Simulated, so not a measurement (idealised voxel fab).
Proc. module: voxel transistor to metal
Shown is cross-section cut, with a width of 185 nm and square cells of size 5 nm.
Cross-section = grid of square cells, listed top down in bands; band = one or more rows. Each band's line starts with the height of the band's top and of its bottom, in nm. Then come its materials from left to right, each with its width in nm. One material with "full width" fills the band from edge to edge. "empty" is empty space. Ref level 0: as-received wafer is one material below here. Bottom band extends down with no lower bound ("top 0, no bottom"). Quick explanation for "30->40": the width changes in equal steps down the rows of cells, from the first number in the band's top row to the second number in its bottom row. You'll sometimes find "no modification" written for a step, and that's the way of saying that nowhere in the cross-section did a cell change during that step. Heads up: "Closed void listing" only lists the empty pockets with no open path to the top that are 8 cells or more, and it writes them as width x height at distance, distance from the left edge, in nm. Where a step's line continues beyond its settings, the continuation is a remark by the simulator itself on that step. Regarding "overlay nm": on a step with a mask, it is the distance the mask lay to the right of its planned place; a negative value places it to the left.
### These are the steps we planned for the process
step 1: op RECEIVE | material Si
step 2: op OXIDIZE | depth nm 5
step 3: op CONFORMAL_DEP | material SiN | thk nm 10
step 4: op DIRECTIONAL_DEP | material aC | thk nm 15
step 5: op PATTERN | tone cover | mask id ACTIVE | material resist | width nm 110 | thk nm 30 | overlay nm 0
step 6: op DIRECTIONAL_ETCH | etch materials aC | depth nm 15
step 7: op STRIP | etch materials resist
step 8: op DIRECTIONAL_ETCH | etch materials SiN | depth nm 10
step 9: op DIRECTIONAL_ETCH | etch materials SiO2 | depth nm 5
step 10: op DIRECTIONAL_ETCH | etch materials Si | depth nm 30
step 11: op STRIP | etch materials aC
step 12: op FILL_DEP | material SiO2 | thk nm 15
step 13: op CMP | height nm 10
step 14: op SELECTIVE_ETCH | etch materials SiO2 | depth nm 10
step 15: op STRIP | etch materials SiN
step 16: op SELECTIVE_ETCH | etch materials SiO2 | depth nm 5
step 17: op OXIDIZE | depth nm 5
step 18: op DIRECTIONAL_DEP | material polySi | thk nm 20
step 19: op DIRECTIONAL_DEP | material SiCN | thk nm 10
step 20: op MASKED_ETCH | tone cover | mask id GATE | width nm 30 | etch materials SiCN | depth nm 20 | overlay nm 0
step 21: op MASKED_ETCH | tone cover | mask id GATE | width nm 30 | etch materials polySi | depth nm 30 | overlay nm 0
step 22: op CONFORMAL_DEP | material SiO2 | thk nm 5
step 23: op DIRECTIONAL_ETCH | etch materials SiO2 | depth nm 5
step 24: op CONFORMAL_DEP | material SiN | thk nm 5
step 25: op DIRECTIONAL_ETCH | etch materials SiN | depth nm 5
step 26: op DIRECTIONAL_ETCH | etch materials SiO2 | depth nm 5
step 27: op DIRECTIONAL_ETCH | etch materials Si | depth nm 10
step 28: op EPI | material nSi | thk nm 15
step 29: op FILL_DEP | material SiO2 | thk nm 5
step 30: op CMP | height nm 15
step 31: op STRIP | etch materials polySi
step 32: op SELECTIVE_ETCH | etch materials SiO2 | depth nm 5
step 33: op CONFORMAL_DEP | material HfO2 | thk nm 5
step 34: op CONFORMAL_DEP | material TiN | thk nm 5
step 35: op FILL_DEP | material W | thk nm 10
step 36: op CMP | height nm 10
step 37: op DIRECTIONAL_DEP | material SiO2 | thk nm 10
step 38: op DIRECTIONAL_DEP | material aC | thk nm 10
step 39: op PATTERN | tone open | mask id CONTACT | material resist | width nm 15 | pitch nm 75 | thk nm 30 | overlay nm 0
step 40: op DIRECTIONAL_ETCH | etch materials aC | depth nm 10
step 41: op STRIP | etch materials resist
step 42: op DIRECTIONAL_ETCH | etch materials SiO2 | depth nm 25
step 43: op STRIP | etch materials aC
step 44: op CONFORMAL_DEP | material TiN | thk nm 5
step 45: op FILL_DEP | material Ru | thk nm 10
step 46: op CMP | height nm 20
step 47: op CONFORMAL_DEP | material SiN | thk nm 5
step 48: op DIRECTIONAL_DEP | material lowk | thk nm 25
step 49: op MASKED_ETCH | tone open | mask id METAL_1 | width nm 15 | pitch nm 75 | etch materials lowk | depth nm 25 | overlay nm 0
step 50: op MASKED_ETCH | tone open | mask id METAL_1 | width nm 15 | pitch nm 75 | etch materials SiN | depth nm 5 | overlay nm 0
step 51: op CONFORMAL_DEP | material TiN | thk nm 5
step 52: op FILL_DEP | material Ru | thk nm 10
step 53: op CMP | height nm 50
step 54: op EPI | material Ru | thk nm 5
step 55: op FILL_DEP | material SiCN | thk nm 5
step 56: op DIRECTIONAL_DEP | material lowk | thk nm 30
step 57: op PATTERN | tone open | mask id METAL_2 | material resist | width nm 15 | pitch nm 75 | thk nm 15 | overlay nm 0
step 58: op DIRECTIONAL_ETCH | etch materials lowk | depth nm 20
step 59: op STRIP | etch materials resist
step 60: op MASKED_ETCH | tone open | mask id METAL_2_HOLES | width nm 15 | pitch nm 75 | etch materials lowk | depth nm 10 | overlay nm 0
step 61: op MASKED_ETCH | tone open | mask id METAL_2_HOLES | width nm 15 | pitch nm 75 | etch materials SiCN | depth nm 5 | overlay nm 0
step 62: op CONFORMAL_DEP | material TiN | thk nm 5
step 63: op FILL_DEP | material Cu | thk nm 10
step 64: op CMP | height nm 90
step 65: op CONFORMAL_DEP | material SiN | thk nm 5
### Wafer as received: cross-section following step 1
* top 0, no bottom = Si full width
* Closed void listing: none
### Cross-section taken at module completion on the first of two wafers; processed per the plan
* top 95, bottom 90 = SiN full width
* top 90, bottom 60 = lowk 45 nm | TiN 5 nm | Cu 5 nm | TiN 5 nm | lowk 60 nm | TiN 5 nm | Cu 5 nm | TiN 5 nm | lowk 50 nm
* top 60, bottom 55 = SiCN 45 nm | TiN 15 nm | SiCN 60 nm | TiN 15 nm | SiCN 50 nm
* top 55, bottom 50 = SiCN 40 nm | Ru 25 nm | SiCN 50 nm | Ru 25 nm | SiCN 45 nm
* top 50, bottom 25 = lowk 45 nm | TiN 5 nm | Ru 5 nm | TiN 5 nm | lowk 60 nm | TiN 5 nm | Ru 5 nm | TiN 5 nm | lowk 50 nm
* top 25, bottom 20 = SiN 45 nm | TiN 15 nm | SiN 60 nm | TiN 15 nm | SiN 50 nm
* top 20, bottom 10 = SiO2 45 nm | TiN 5 nm | Ru 5 nm | TiN 5 nm | SiO2 60 nm | TiN 5 nm | Ru 5 nm | TiN 5 nm | SiO2 50 nm
* top 10, bottom 5 = SiO2 45 nm | TiN 15 nm | SiO2 5 nm | SiN 5 nm | HfO2 5 nm | TiN 5 nm | W 20 nm | TiN 5 nm | HfO2 5 nm | SiN 5 nm | SiO2 5 nm | TiN 15 nm | SiO2 50 nm
* top 5, bottom 0 = SiO2 45 nm | TiN 5 nm | nSi 15 nm | SiN 5 nm | HfO2 5 nm | TiN 5 nm | W 20 nm | TiN 5 nm | HfO2 5 nm | SiN 5 nm | nSi 15 nm | TiN 5 nm | SiO2 50 nm
* top 0, bottom -5 = SiO2 45 nm | TiN 5 nm | nSi 15 nm | SiN 5 nm | HfO2 5 nm | TiN 30 nm | HfO2 5 nm | SiN 5 nm | nSi 15 nm | TiN 5 nm | SiO2 50 nm
* top -5, bottom -10 = SiO2 30 nm | nSi 35 nm | SiO2 5 nm | HfO2 40 nm | SiO2 5 nm | nSi 35 nm | SiO2 35 nm
* top -10, bottom -20 = SiO2 35 nm | nSi 30 nm | Si 50 nm | nSi 30 nm | SiO2 40 nm
* top -20, bottom -35 = SiO2 35 nm | Si 110 nm | SiO2 40 nm
* top -35, no bottom = Si full width
* Closed void listing: none
### Cross-sectional view of the second of two wafers upon completion of the module. This wafer shared its starting condition and process plan with the first; one error was made during its execution
* top 95, bottom 90 = SiN full width
* top 90, bottom 60 = lowk 45 nm | SiN 5 nm | Cu 5 nm | SiN 5 nm | lowk 60 nm | SiN 5 nm | Cu 5 nm | SiN 5 nm | lowk 50 nm
* top 60, bottom 55 = SiCN 45 nm | SiN 15 nm | SiCN 60 nm | SiN 15 nm | SiCN 50 nm
* top 55, bottom 50 = SiCN 40 nm | Ru 25 nm | SiCN 50 nm | Ru 25 nm | SiCN 45 nm
* top 50, bottom 25 = lowk 45 nm | TiN 5 nm | Ru 5 nm | TiN 5 nm | lowk 60 nm | TiN 5 nm | Ru 5 nm | TiN 5 nm | lowk 50 nm
* top 25, bottom 20 = SiN 45 nm | TiN 15 nm | SiN 60 nm | TiN 15 nm | SiN 50 nm
* top 20, bottom 10 = SiO2 45 nm | TiN 5 nm | Ru 5 nm | TiN 5 nm | SiO2 60 nm | TiN 5 nm | Ru 5 nm | TiN 5 nm | SiO2 50 nm
* top 10, bottom 5 = SiO2 45 nm | TiN 15 nm | SiO2 5 nm | SiN 5 nm | HfO2 5 nm | TiN 5 nm | W 20 nm | TiN 5 nm | HfO2 5 nm | SiN 5 nm | SiO2 5 nm | TiN 15 nm | SiO2 50 nm
* top 5, bottom 0 = SiO2 45 nm | TiN 5 nm | nSi 15 nm | SiN 5 nm | HfO2 5 nm | TiN 5 nm | W 20 nm | TiN 5 nm | HfO2 5 nm | SiN 5 nm | nSi 15 nm | TiN 5 nm | SiO2 50 nm
* top 0, bottom -5 = SiO2 45 nm | TiN 5 nm | nSi 15 nm | SiN 5 nm | HfO2 5 nm | TiN 30 nm | HfO2 5 nm | SiN 5 nm | nSi 15 nm | TiN 5 nm | SiO2 50 nm
* top -5, bottom -10 = SiO2 30 nm | nSi 35 nm | SiO2 5 nm | HfO2 40 nm | SiO2 5 nm | nSi 35 nm | SiO2 35 nm
* top -10, bottom -20 = SiO2 35 nm | nSi 30 nm | Si 50 nm | nSi 30 nm | SiO2 40 nm
* top -20, bottom -35 = SiO2 35 nm | Si 110 nm | SiO2 40 nm
* top -35, no bottom = Si full width
* Closed void listing: none
Where did the run depart from the plan? for step 62, the planned setting was not used; the step was instead run as op CONFORMAL_DEP | material SiN | thk nm 5
Wafer comparison, final, in cells, second relative to first, materials more or fewer: 30 more of SiN, 30 fewer of TiN
